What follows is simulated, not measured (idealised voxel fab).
Presented below is a process module, voxel self aligned contacts.
Cross-sectional view cut (width: 165 nm; square cell size: 5 nm).
Notation: cross-section as square-cell grid; stated in bands, top first, going down; one or more cell rows per band.
Basically the band line says how high the top is and how high the bottom is, in nm, and then what's in it from left to right, every material with its width in nm. Empty space shows up as "empty", and if a single material carries "everywhere" it runs the full band edge to edge.
Ref level 0: as-received wafer is one material below here. Bottom band extends down with no lower bound ("0..down").
Graded width ("30 to 40"): value in top row of band = first number; value in bottom row = second number; row-to-row change constant.
Key: "nothing different" - step with no changed cell in the cross-section.
The list in "Internal closed voids" covers empty spaces of 8 cells or more that cannot reach the top through any open way, and it gives each as width x height at distance; the distance is from the left edge, and width, height and distance are in nm.
The remark found on a step's line after its settings is issued by the simulator itself and pertains to that step.
overlay nm: how far to the right of its planned place the mask lay on this masked step (negative: to the left).
This section lists the process steps that were planned
1: RECEIVE | material Si
2: CONFORMAL_DEP | material SiO2 | thk nm 5
3: DIRECTIONAL_DEP | material polySi | thk nm 30
4: DIRECTIONAL_DEP | material SiN | thk nm 15
5: MASKED_ETCH | tone cover | mask id GATE | width nm 35 | pitch nm 70 | etch materials SiN | depth nm 15 | overlay nm 0
6: MASKED_ETCH | tone cover | mask id GATE | width nm 35 | pitch nm 70 | etch materials polySi | depth nm 30 | overlay nm 0
7: CONFORMAL_DEP | material SiN | thk nm 5
8: DIRECTIONAL_ETCH | etch materials SiN | depth nm 5
9: FILL_DEP | material SiO2 | thk nm 15
10: CMP | height nm 55
11: MASKED_ETCH | tone open | mask id CONTACT | width nm 45 | etch materials SiO2 | depth nm 55 | overlay nm 0
12: CONFORMAL_DEP | material TiN | thk nm 5
13: FILL_DEP | material Ru | thk nm 10
14: CMP | height nm 55
15: CONFORMAL_DEP | material SiCN | thk nm 5
Cross-section of the incoming wafer, state after step 1
0..down | Si everywhere
Internal closed voids: none
Here's the wafer cut in cross-section after the module, started and planned just like above, except one thing was done wrong in the run
60..55 | SiCN everywhere
55..40 | SiO2: 25, SiN: 5, polySi: 35, SiN: 5, TiN: 5, Ru: 15, TiN: 5, SiN: 5, polySi: 35, SiN: 5, SiO2: 25
40..35 | SiO2: 25, SiN: 5, polySi: 35, SiN: 5, TiN: 25, SiN: 5, polySi: 35, SiN: 5, SiO2: 25
35..5 | polySi everywhere
5..0 | SiO2 everywhere
0..down | Si everywhere
Internal closed voids: none
Misprocessing identified: step 3 from the plan got run twice
